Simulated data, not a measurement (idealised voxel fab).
Name of the process module below: voxel capacitor over wiring
Square cells of 5 nm make up the cross-section cut, whose width is 235 nm.
In this document a cross-section is written as a grid of square cells. It is given as a series of bands, listed from the top down, and a band is one or more rows of cells. Heads up on the band format: heights come first, top then bottom, in nm. After that it's the materials left to right, each with its width in nm. A single material flagged "everywhere" fills the whole band edge to edge, and "blank" means there's empty space there. The level at which height equals 0 is the one under which the wafer, as it arrives, is entirely one material. No lower edge exists for the bottom band, which continues downward and is notated as in "0 -> down". With a width like "30..40", each row of cells in the band differs from the next by the same amount, the top row carrying the first number and the bottom row the second. No cell of the cross-section changed in a step that is given as "nothing different". What "Cavities, sealed" gives you is every empty space of 8 cells or more that is cut off from the top. Each appears as width x height at distance, with the distance taken from the left edge and width, height and distance all in nm. If you see something after the settings on a step's line, that's the simulator's own remark about that step. "overlay nm", when on a step's line for a step with a mask, measures how far to the right of its planned place the mask lay; a negative measure means to the left.

The process steps that were planned are listed below:
- 1: RECEIVE,material Si
- 2: CONFORMAL_DEP,material SiO2,thk nm 10
- 3: DIRECTIONAL_DEP,material TiN,thk nm 5
- 4: DIRECTIONAL_DEP,material Ru,thk nm 25
- 5: DIRECTIONAL_DEP,material aC,thk nm 10
- 6: PATTERN,tone cover,mask id METAL_1,material resist,width nm 30,pitch nm 80,thk nm 25,overlay nm 0
- 7: DIRECTIONAL_ETCH,etch materials aC,depth nm 10
- 8: STRIP,etch materials resist
- 9: DIRECTIONAL_ETCH,etch materials Ru,depth nm 25
- 10: DIRECTIONAL_ETCH,etch materials TiN,depth nm 5
- 11: STRIP,etch materials aC
- 12: CONFORMAL_DEP,material SiCN,thk nm 5
- 13: FILL_DEP,material lowk,thk nm 10
- 14: CMP,height nm 40
- 15: CONFORMAL_DEP,material SiCN,thk nm 5
- 16: DIRECTIONAL_DEP,material lowk,thk nm 10
- 17: MASKED_ETCH,tone open,mask id PLUG_1,width nm 15,etch materials lowk,depth nm 10,overlay nm 0
- 18: MASKED_ETCH,tone open,mask id PLUG_1,width nm 15,etch materials SiCN,depth nm 5,overlay nm 0
- 19: CONFORMAL_DEP,material TiN,thk nm 5
- 20: FILL_DEP,material Cu,thk nm 10
- 21: CMP,height nm 55
- 22: DIRECTIONAL_DEP,material TiN,thk nm 10
- 23: DIRECTIONAL_DEP,material Al2O3,thk nm 5
- 24: DIRECTIONAL_DEP,material TiN,thk nm 5
- 25: PATTERN,tone cover,mask id UPPER_PLATE,material resist,width nm 55,thk nm 15,overlay nm 0
- 26: DIRECTIONAL_ETCH,etch materials TiN,depth nm 5
- 27: DIRECTIONAL_ETCH,etch materials Al2O3,depth nm 5
- 28: STRIP,etch materials resist
- 29: MASKED_ETCH,tone cover,mask id LOWER_PLATE,width nm 65,etch materials TiN,depth nm 10,overlay nm 0
- 30: FILL_DEP,material SiO2,thk nm 15
- 31: CMP,height nm 85
- 32: PATTERN,tone open,mask id PLUG_2,material resist,width nm 15,thk nm 20,overlay nm 0
- 33: DIRECTIONAL_ETCH,etch materials SiO2,depth nm 10
- 34: STRIP,etch materials resist
- 35: CONFORMAL_DEP,material TiN,thk nm 5
- 36: FILL_DEP,material Cu,thk nm 10
- 37: CMP,height nm 85
- 38: CONFORMAL_DEP,material SiN,thk nm 5

On the first of the two wafers: run conducted according to plan:

Cross-section of the wafer upon arrival, representing the state reached after step 1:
	0 -> down: Si everywhere
	Cavities, sealed: none

Cross-section through the wafer, step 2 finished:
	10 -> 0: SiO2 everywhere
	No changes below 0.

Cross-section through the wafer, step 3 finished:
	15 -> 10: TiN everywhere
	No changes below 10.

Cross-section through the wafer, step 4 finished:
	40 -> 15: Ru everywhere
	No changes below 15.

Cross-section through the wafer, step 5 finished:
	50 -> 40: aC everywhere
	No changes below 40.

Cross-section through the wafer, step 6 finished:
	75 -> 50: 60 of blank; 30 of resist; 50 of blank; 30 of resist; 65 of blank
	No changes below 50.

Cross-section through the wafer, step 7 finished:
	65 -> 50: 60 of blank; 30 of resist; 50 of blank; 30 of resist; 65 of blank
	50 -> 40: 60 of blank; 30 of aC; 50 of blank; 30 of aC; 65 of blank
	No changes below 40.

Cross-section through the wafer, step 8 finished:
	50 -> 40: 60 of blank; 30 of aC; 50 of blank; 30 of aC; 65 of blank
	No changes below 40.

Cross-section through the wafer, step 9 finished:
	50 -> 40: 60 of blank; 30 of aC; 50 of blank; 30 of aC; 65 of blank
	40 -> 15: 60 of blank; 30 of Ru; 50 of blank; 30 of Ru; 65 of blank
	No changes below 15.

Cross-section through the wafer, step 10 finished:
	50 -> 40: 60 of blank; 30 of aC; 50 of blank; 30 of aC; 65 of blank
	40 -> 15: 60 of blank; 30 of Ru; 50 of blank; 30 of Ru; 65 of blank
	15 -> 10: 60 of blank; 30 of TiN; 50 of blank; 30 of TiN; 65 of blank
	No changes below 10.

Cross-section through the wafer, step 11 finished:
	40 -> 15: 60 of blank; 30 of Ru; 50 of blank; 30 of Ru; 65 of blank
	No changes below 15.

Cross-section through the wafer, step 12 finished:
	45 -> 40: 55 of blank; 40 of SiCN; 40 of blank; 40 of SiCN; 60 of blank
	40 -> 15: 55 of blank; 5 of SiCN; 30 of Ru; 5 of SiCN; 40 of blank; 5 of SiCN; 30 of Ru; 5 of SiCN; 60 of blank
	15 -> 10: 60 of SiCN; 30 of TiN; 50 of SiCN; 30 of TiN; 65 of SiCN
	No changes below 10.

Cross-section through the wafer, step 13 finished:
	55 -> 45: lowk everywhere
	45 -> 40: 55 of lowk; 40 of SiCN; 40 of lowk; 40 of SiCN; 60 of lowk
	40 -> 15: 55 of lowk; 5 of SiCN; 30 of Ru; 5 of SiCN; 40 of lowk; 5 of SiCN; 30 of Ru; 5 of SiCN; 60 of lowk
	No changes below 15.

Cross-section through the wafer, step 14 finished:
	40 -> 15: 55 of lowk; 5 of SiCN; 30 of Ru; 5 of SiCN; 40 of lowk; 5 of SiCN; 30 of Ru; 5 of SiCN; 60 of lowk
	No changes below 15.

Cross-section through the wafer, step 15 finished:
	45 -> 40: SiCN everywhere
	No changes below 40.

Cross-section through the wafer, step 16 finished:
	55 -> 45: lowk everywhere
	No changes below 45.

Cross-section through the wafer, step 17 finished:
	55 -> 45: 75 of lowk; 15 of blank; 145 of lowk
	No changes below 45.

Cross-section through the wafer, step 18 finished:
	55 -> 45: 75 of lowk; 15 of blank; 145 of lowk
	45 -> 40: 75 of SiCN; 15 of blank; 145 of SiCN
	No changes below 40.

Cross-section through the wafer, step 19 finished:
	60 -> 55: 80 of TiN; 5 of blank; 150 of TiN
	55 -> 45: 75 of lowk; 5 of TiN; 5 of blank; 5 of TiN; 145 of lowk
	45 -> 40: 75 of SiCN; 15 of TiN; 145 of SiCN
	No changes below 40.

Cross-section through the wafer, step 20 finished:
	70 -> 60: Cu everywhere
	60 -> 55: 80 of TiN; 5 of Cu; 150 of TiN
	55 -> 45: 75 of lowk; 5 of TiN; 5 of Cu; 5 of TiN; 145 of lowk
	No changes below 45.

Cross-section through the wafer, step 21 finished:
	55 -> 45: 75 of lowk; 5 of TiN; 5 of Cu; 5 of TiN; 145 of lowk
	No changes below 45.

Cross-section through the wafer, step 22 finished:
	65 -> 55: TiN everywhere
	No changes below 55.

Cross-section through the wafer, step 23 finished:
	70 -> 65: Al2O3 everywhere
	No changes below 65.

Cross-section through the wafer, step 24 finished:
	75 -> 70: TiN everywhere
	No changes below 70.

Cross-section through the wafer, step 25 finished:
	90 -> 75: 75 of blank; 55 of resist; 105 of blank
	No changes below 75.

Cross-section through the wafer, step 26 finished:
	90 -> 75: 75 of blank; 55 of resist; 105 of blank
	75 -> 70: 75 of blank; 55 of TiN; 105 of blank
	No changes below 70.

Cross-section through the wafer, step 27 finished:
	90 -> 75: 75 of blank; 55 of resist; 105 of blank
	75 -> 70: 75 of blank; 55 of TiN; 105 of blank
	70 -> 65: 75 of blank; 55 of Al2O3; 105 of blank
	No changes below 65.

Cross-section through the wafer, step 28 finished:
	75 -> 70: 75 of blank; 55 of TiN; 105 of blank
	No changes below 70.

Cross-section through the wafer, step 29 finished:
	75 -> 70: 75 of blank; 55 of TiN; 105 of blank
	70 -> 65: 75 of blank; 55 of Al2O3; 105 of blank
	65 -> 55: 70 of blank; 65 of TiN; 100 of blank
	No changes below 55.

Cross-section through the wafer, step 30 finished:
	90 -> 75: SiO2 everywhere
	75 -> 70: 75 of SiO2; 55 of TiN; 105 of SiO2
	70 -> 65: 75 of SiO2; 55 of Al2O3; 105 of SiO2
	65 -> 55: 70 of SiO2; 65 of TiN; 100 of SiO2
	No changes below 55.

Cross-section through the wafer, step 31 finished:
	85 -> 75: SiO2 everywhere
	No changes below 75.

Cross-section through the wafer, step 32 finished:
	105 -> 85: 85 of resist; 15 of blank; 135 of resist
	No changes below 85.

Cross-section through the wafer, step 33 finished:
	105 -> 85: 85 of resist; 15 of blank; 135 of resist
	85 -> 75: 85 of SiO2; 15 of blank; 135 of SiO2
	No changes below 75.

Cross-section through the wafer, step 34 finished:
	85 -> 75: 85 of SiO2; 15 of blank; 135 of SiO2
	No changes below 75.

Cross-section through the wafer, step 35 finished:
	90 -> 85: 90 of TiN; 5 of blank; 140 of TiN
	85 -> 80: 85 of SiO2; 5 of TiN; 5 of blank; 5 of TiN; 135 of SiO2
	80 -> 70: 85..75 of SiO2; 15..55 of TiN; 135..105 of SiO2
	No changes below 70.

Cross-section through the wafer, step 36 finished:
	100 -> 90: Cu everywhere
	90 -> 85: 90 of TiN; 5 of Cu; 140 of TiN
	85 -> 80: 85 of SiO2; 5 of TiN; 5 of Cu; 5 of TiN; 135 of SiO2
	No changes below 80.

Cross-section through the wafer, step 37 finished:
	85 -> 80: 85 of SiO2; 5 of TiN; 5 of Cu; 5 of TiN; 135 of SiO2
	No changes below 80.

Cross-section through the wafer, step 38 finished:
	90 -> 85: SiN everywhere
	No changes below 85.

Wafer two. Identical start, identical plan. One mistake in execution. Identical history through step 15:

Second wafer profile in section, at the moment step 16 of the plan was meant to be complete:
	55 -> 45: TiN everywhere
	No changes below 45.

Second wafer profile in section, at the moment step 17 of the plan was meant to be complete: nothing different

Second wafer profile in section, at the moment step 18 of the plan was meant to be complete: nothing different

Second wafer profile in section, at the moment step 19 of the plan was meant to be complete:
	60 -> 45: TiN everywhere
	No changes below 45.

Second wafer profile in section, at the moment step 20 of the plan was meant to be complete:
	70 -> 60: Cu everywhere
	No changes below 60.

Second wafer profile in section, at the moment step 21 of the plan was meant to be complete:
	55 -> 45: TiN everywhere
	No changes below 45.

Second wafer profile in section, at the moment step 22 of the plan was meant to be complete:
	65 -> 45: TiN everywhere
	No changes below 45.

Second wafer profile in section, at the moment step 23 of the plan was meant to be complete:
	70 -> 65: Al2O3 everywhere
	No changes below 65.

Second wafer profile in section, at the moment step 24 of the plan was meant to be complete:
	75 -> 70: TiN everywhere
	No changes below 70.

Second wafer profile in section, at the moment step 25 of the plan was meant to be complete:
	90 -> 75: 75 of blank; 55 of resist; 105 of blank
	No changes below 75.

Second wafer profile in section, at the moment step 26 of the plan was meant to be complete:
	90 -> 75: 75 of blank; 55 of resist; 105 of blank
	75 -> 70: 75 of blank; 55 of TiN; 105 of blank
	No changes below 70.

Second wafer profile in section, at the moment step 27 of the plan was meant to be complete:
	90 -> 75: 75 of blank; 55 of resist; 105 of blank
	75 -> 70: 75 of blank; 55 of TiN; 105 of blank
	70 -> 65: 75 of blank; 55 of Al2O3; 105 of blank
	No changes below 65.

Second wafer profile in section, at the moment step 28 of the plan was meant to be complete:
	75 -> 70: 75 of blank; 55 of TiN; 105 of blank
	No changes below 70.

Second wafer profile in section, at the moment step 29 of the plan was meant to be complete:
	75 -> 70: 75 of blank; 55 of TiN; 105 of blank
	70 -> 65: 75 of blank; 55 of Al2O3; 105 of blank
	65 -> 55: 70 of blank; 65 of TiN; 100 of blank
	No changes below 55.

Second wafer profile in section, at the moment step 30 of the plan was meant to be complete:
	90 -> 75: SiO2 everywhere
	75 -> 70: 75 of SiO2; 55 of TiN; 105 of SiO2
	70 -> 65: 75 of SiO2; 55 of Al2O3; 105 of SiO2
	65 -> 55: 70 of SiO2; 65 of TiN; 100 of SiO2
	No changes below 55.

Second wafer profile in section, at the moment step 31 of the plan was meant to be complete:
	85 -> 75: SiO2 everywhere
	No changes below 75.

Second wafer profile in section, at the moment step 32 of the plan was meant to be complete:
	105 -> 85: 85 of resist; 15 of blank; 135 of resist
	No changes below 85.

Second wafer profile in section, at the moment step 33 of the plan was meant to be complete:
	105 -> 85: 85 of resist; 15 of blank; 135 of resist
	85 -> 75: 85 of SiO2; 15 of blank; 135 of SiO2
	No changes below 75.

Second wafer profile in section, at the moment step 34 of the plan was meant to be complete:
	85 -> 75: 85 of SiO2; 15 of blank; 135 of SiO2
	No changes below 75.

Second wafer profile in section, at the moment step 35 of the plan was meant to be complete:
	90 -> 85: 90 of TiN; 5 of blank; 140 of TiN
	85 -> 80: 85 of SiO2; 5 of TiN; 5 of blank; 5 of TiN; 135 of SiO2
	80 -> 70: 85..75 of SiO2; 15..55 of TiN; 135..105 of SiO2
	No changes below 70.

Second wafer profile in section, at the moment step 36 of the plan was meant to be complete:
	100 -> 90: Cu everywhere
	90 -> 85: 90 of TiN; 5 of Cu; 140 of TiN
	85 -> 80: 85 of SiO2; 5 of TiN; 5 of Cu; 5 of TiN; 135 of SiO2
	No changes below 80.

Second wafer profile in section, at the moment step 37 of the plan was meant to be complete:
	85 -> 80: 85 of SiO2; 5 of TiN; 5 of Cu; 5 of TiN; 135 of SiO2
	No changes below 80.

Second wafer profile in section, at the moment step 38 of the plan was meant to be complete:
	90 -> 85: SiN everywhere
	No changes below 85.
The mistake made against the process plan was this: heads up, step 16 didn't go per plan, it actually ran as DIRECTIONAL_DEP,material TiN,thk nm 10
FYI, end of process, the second wafer has more or fewer cells of some materials than the first: Cu -2, SiCN +3, TiN +87, lowk -88
